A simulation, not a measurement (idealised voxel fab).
Name of the process module below: voxel self aligned contacts
FYI the section here is cut, 205 nm wide, cells are 5 nm squares.
Cross-section, as written here: a square-cell grid given band by band from the top down, where a band holds one or more rows of cells.
Top height, bottom height, nm. Materials left to right, width each, nm. Single material + "everywhere" = fills band edge to edge. "blank" = empty.
Below 0: as-received wafer, all one material; heights counted from there. Lowest band: no bottom, goes on down, written "0 down".
Top row gets the first number, bottom row gets the second, and each row in between changes by the same step: that is how a band width like "30..40" works.
Take "nothing different" at face value: in the step it is given for, the cross-section changed in none of its cells.
Any empty space of 8 cells or more lacking an open way to the top shows up in "Completely enclosed voids" as width x height at distance, distance from the left edge, in nm.
after a step's settings: what the simulator itself notes on the step
overlay nm: step with mask; distance mask lay right of planned place; negative value = left of planned place.

LIST OF PLANNED PROCESS STEPS
1) RECEIVE,material Si
2) CONFORMAL_DEP,material SiO2,thk nm 5
3) DIRECTIONAL_DEP,material polySi,thk nm 30
4) DIRECTIONAL_DEP,material SiN,thk nm 20
5) PATTERN,tone cover,mask id GATE,material resist,width nm 30,pitch nm 60,thk nm 20,overlay nm 0
6) DIRECTIONAL_ETCH,etch materials SiN,depth nm 20
7) DIRECTIONAL_ETCH,etch materials polySi,depth nm 30
8) STRIP,etch materials resist
9) CONFORMAL_DEP,material SiN,thk nm 5
10) DIRECTIONAL_ETCH,etch materials SiN,depth nm 5
11) FILL_DEP,material SiO2,thk nm 15
12) CMP,height nm 60
13) PATTERN,tone open,mask id CONTACT,material resist,width nm 40,thk nm 15,overlay nm 0
14) DIRECTIONAL_ETCH,etch materials SiO2,depth nm 60
15) STRIP,etch materials resist
16) CONFORMAL_DEP,material TiN,thk nm 5
17) FILL_DEP,material W,thk nm 10
18) CMP,height nm 60
19) CONFORMAL_DEP,material SiN,thk nm 5

CONCERNING THE FIRST OF TWO WAFERS, WHICH WAS RUN IN ACCORDANCE WITH THE PLAN

WAFER CROSS-SECTION ON RECEIPT, I.E. AFTER STEP 1
0 down | Si everywhere
Completely enclosed voids: none

AFTER STEP 2, IN CROSS-SECTION
5 to 0 | SiO2 everywhere
Beneath the level 0, the cross-section is identical to its previous state.

AFTER STEP 3, IN CROSS-SECTION
35 to 5 | polySi everywhere
Beneath the level 5, the cross-section is identical to its previous state.

AFTER STEP 4, IN CROSS-SECTION
55 to 35 | SiN everywhere
Beneath the level 35, the cross-section is identical to its previous state.

AFTER STEP 5, IN CROSS-SECTION
75 to 55 | 55 of blank, then 30 of resist, then 30 of blank, then 30 of resist, then 60 of blank
Beneath the level 55, the cross-section is identical to its previous state.

AFTER STEP 6, IN CROSS-SECTION
75 to 55 | 55 of blank, then 30 of resist, then 30 of blank, then 30 of resist, then 60 of blank
55 to 35 | 55 of blank, then 30 of SiN, then 30 of blank, then 30 of SiN, then 60 of blank
Beneath the level 35, the cross-section is identical to its previous state.

AFTER STEP 7, IN CROSS-SECTION
75 to 55 | 55 of blank, then 30 of resist, then 30 of blank, then 30 of resist, then 60 of blank
55 to 35 | 55 of blank, then 30 of SiN, then 30 of blank, then 30 of SiN, then 60 of blank
35 to 5 | 55 of blank, then 30 of polySi, then 30 of blank, then 30 of polySi, then 60 of blank
Beneath the level 5, the cross-section is identical to its previous state.

AFTER STEP 8, IN CROSS-SECTION
55 to 35 | 55 of blank, then 30 of SiN, then 30 of blank, then 30 of SiN, then 60 of blank
Beneath the level 35, the cross-section is identical to its previous state.

AFTER STEP 9, IN CROSS-SECTION
60 to 35 | 50 of blank, then 40 of SiN, then 20 of blank, then 40 of SiN, then 55 of blank
35 to 10 | 50 of blank, then 5 of SiN, then 30 of polySi, then 5 of SiN, then 20 of blank, then 5 of SiN, then 30 of polySi, then 5 of SiN, then 55 of blank
10 to 5 | 55 of SiN, then 30 of polySi, then 30 of SiN, then 30 of polySi, then 60 of SiN
Beneath the level 5, the cross-section is identical to its previous state.

AFTER STEP 10, IN CROSS-SECTION
55 to 35 | 50 of blank, then 40 of SiN, then 20 of blank, then 40 of SiN, then 55 of blank
35 to 5 | 50 of blank, then 5 of SiN, then 30 of polySi, then 5 of SiN, then 20 of blank, then 5 of SiN, then 30 of polySi, then 5 of SiN, then 55 of blank
Beneath the level 5, the cross-section is identical to its previous state.

AFTER STEP 11, IN CROSS-SECTION
70 to 55 | SiO2 everywhere
55 to 35 | 50 of SiO2, then 40 of SiN, then 20 of SiO2, then 40 of SiN, then 55 of SiO2
35 to 5 | 50 of SiO2, then 5 of SiN, then 30 of polySi, then 5 of SiN, then 20 of SiO2, then 5 of SiN, then 30 of polySi, then 5 of SiN, then 55 of SiO2
Beneath the level 5, the cross-section is identical to its previous state.

AFTER STEP 12, IN CROSS-SECTION
60 to 55 | SiO2 everywhere
Beneath the level 55, the cross-section is identical to its previous state.

AFTER STEP 13, IN CROSS-SECTION
75 to 60 | 80 of resist, then 40 of blank, then 85 of resist
Beneath the level 60, the cross-section is identical to its previous state.

AFTER STEP 14, IN CROSS-SECTION
75 to 60 | 80 of resist, then 40 of blank, then 85 of resist
60 to 55 | 80 of SiO2, then 40 of blank, then 85 of SiO2
55 to 35 | 50 of SiO2, then 40 of SiN, then 20 of blank, then 40 of SiN, then 55 of SiO2
35 to 5 | 50 of SiO2, then 5 of SiN, then 30 of polySi, then 5 of SiN, then 20 of blank, then 5 of SiN, then 30 of polySi, then 5 of SiN, then 55 of SiO2
5 to 0 | 90 of SiO2, then 20 of blank, then 95 of SiO2
Beneath the level 0, the cross-section is identical to its previous state.

AFTER STEP 15, IN CROSS-SECTION
60 to 55 | 80 of SiO2, then 40 of blank, then 85 of SiO2
Beneath the level 55, the cross-section is identical to its previous state.

AFTER STEP 16, IN CROSS-SECTION
65 to 60 | 85 of TiN, then 30 of blank, then 90 of TiN
60 to 55 | 80 of SiO2, then 15 of TiN, then 10 of blank, then 15 of TiN, then 85 of SiO2
55 to 35 | 50 of SiO2, then 40 of SiN, then 5 of TiN, then 10 of blank, then 5 of TiN, then 40 of SiN, then 55 of SiO2
35 to 5 | 50 of SiO2, then 5 of SiN, then 30 of polySi, then 5 of SiN, then 5 of TiN, then 10 of blank, then 5 of TiN, then 5 of SiN, then 30 of polySi, then 5 of SiN, then 55 of SiO2
5 to 0 | 90 of SiO2, then 20 of TiN, then 95 of SiO2
Beneath the level 0, the cross-section is identical to its previous state.

AFTER STEP 17, IN CROSS-SECTION
75 to 65 | W everywhere
65 to 60 | 85 of TiN, then 30 of W, then 90 of TiN
60 to 55 | 80 of SiO2, then 15 of TiN, then 10 of W, then 15 of TiN, then 85 of SiO2
55 to 35 | 50 of SiO2, then 40 of SiN, then 5 of TiN, then 10 of W, then 5 of TiN, then 40 of SiN, then 55 of SiO2
35 to 5 | 50 of SiO2, then 5 of SiN, then 30 of polySi, then 5 of SiN, then 5 of TiN, then 10 of W, then 5 of TiN, then 5 of SiN, then 30 of polySi, then 5 of SiN, then 55 of SiO2
Beneath the level 5, the cross-section is identical to its previous state.

AFTER STEP 18, IN CROSS-SECTION
60 to 55 | 80 of SiO2, then 15 of TiN, then 10 of W, then 15 of TiN, then 85 of SiO2
Beneath the level 55, the cross-section is identical to its previous state.

AFTER STEP 19, IN CROSS-SECTION
65 to 60 | SiN everywhere
Beneath the level 60, the cross-section is identical to its previous state.

WAFER TWO. IDENTICAL START, IDENTICAL PLAN. ONE MISTAKE IN EXECUTION. IDENTICAL HISTORY THROUGH STEP 8

Second wafer profile in section, at the moment step 9 of the plan was meant to be complete: nothing different

SECOND WAFER PROFILE IN SECTION, AT THE MOMENT STEP 10 OF THE PLAN WAS MEANT TO BE COMPLETE
50 to 35 | 55 of blank, then 30 of SiN, then 30 of blank, then 30 of SiN, then 60 of blank
Beneath the level 35, the cross-section is identical to its previous state.

SECOND WAFER PROFILE IN SECTION, AT THE MOMENT STEP 11 OF THE PLAN WAS MEANT TO BE COMPLETE
65 to 50 | SiO2 everywhere
50 to 35 | 55 of SiO2, then 30 of SiN, then 30 of SiO2, then 30 of SiN, then 60 of SiO2
35 to 5 | 55 of SiO2, then 30 of polySi, then 30 of SiO2, then 30 of polySi, then 60 of SiO2
Beneath the level 5, the cross-section is identical to its previous state.

SECOND WAFER PROFILE IN SECTION, AT THE MOMENT STEP 12 OF THE PLAN WAS MEANT TO BE COMPLETE
60 to 50 | SiO2 everywhere
Beneath the level 50, the cross-section is identical to its previous state.

SECOND WAFER PROFILE IN SECTION, AT THE MOMENT STEP 13 OF THE PLAN WAS MEANT TO BE COMPLETE
75 to 60 | 80 of resist, then 40 of blank, then 85 of resist
Beneath the level 60, the cross-section is identical to its previous state.

SECOND WAFER PROFILE IN SECTION, AT THE MOMENT STEP 14 OF THE PLAN WAS MEANT TO BE COMPLETE
75 to 60 | 80 of resist, then 40 of blank, then 85 of resist
60 to 50 | 80 of SiO2, then 40 of blank, then 85 of SiO2
50 to 35 | 55 of SiO2, then 30 of SiN, then 30 of blank, then 30 of SiN, then 60 of SiO2
35 to 5 | 55 of SiO2, then 30 of polySi, then 30 of blank, then 30 of polySi, then 60 of SiO2
5 to 0 | 85 of SiO2, then 30 of blank, then 90 of SiO2
Beneath the level 0, the cross-section is identical to its previous state.

SECOND WAFER PROFILE IN SECTION, AT THE MOMENT STEP 15 OF THE PLAN WAS MEANT TO BE COMPLETE
60 to 50 | 80 of SiO2, then 40 of blank, then 85 of SiO2
Beneath the level 50, the cross-section is identical to its previous state.

SECOND WAFER PROFILE IN SECTION, AT THE MOMENT STEP 16 OF THE PLAN WAS MEANT TO BE COMPLETE
65 to 60 | 85 of TiN, then 30 of blank, then 90 of TiN
60 to 50 | 80 of SiO2, then 5..10 of TiN, then 30..20 of blank, then 5..10 of TiN, then 85 of SiO2
50 to 35 | 55 of SiO2, then 30 of SiN, then 5 of TiN, then 20 of blank, then 5 of TiN, then 30 of SiN, then 60 of SiO2
35 to 5 | 55 of SiO2, then 30 of polySi, then 5 of TiN, then 20 of blank, then 5 of TiN, then 30 of polySi, then 60 of SiO2
5 to 0 | 85 of SiO2, then 30 of TiN, then 90 of SiO2
Beneath the level 0, the cross-section is identical to its previous state.

SECOND WAFER PROFILE IN SECTION, AT THE MOMENT STEP 17 OF THE PLAN WAS MEANT TO BE COMPLETE
75 to 65 | W everywhere
65 to 60 | 85 of TiN, then 30 of W, then 90 of TiN
60 to 50 | 80 of SiO2, then 5..10 of TiN, then 30..20 of W, then 5..10 of TiN, then 85 of SiO2
50 to 35 | 55 of SiO2, then 30 of SiN, then 5 of TiN, then 20 of W, then 5 of TiN, then 30 of SiN, then 60 of SiO2
35 to 5 | 55 of SiO2, then 30 of polySi, then 5 of TiN, then 20 of W, then 5 of TiN, then 30 of polySi, then 60 of SiO2
Beneath the level 5, the cross-section is identical to its previous state.

SECOND WAFER PROFILE IN SECTION, AT THE MOMENT STEP 18 OF THE PLAN WAS MEANT TO BE COMPLETE
60 to 50 | 80 of SiO2, then 5..10 of TiN, then 30..20 of W, then 5..10 of TiN, then 85 of SiO2
Beneath the level 50, the cross-section is identical to its previous state.

SECOND WAFER PROFILE IN SECTION, AT THE MOMENT STEP 19 OF THE PLAN WAS MEANT TO BE COMPLETE
65 to 60 | SiN everywhere
Beneath the level 60, the cross-section is identical to its previous state.
Finding, execution versus plan: with respect to the plan, step 9 was omitted and not executed
Per the end-of-run cell counts, the second wafer holds more or fewer of some materials than the first: 52 fewer of SiN, 28 more of SiO2, 24 more of W
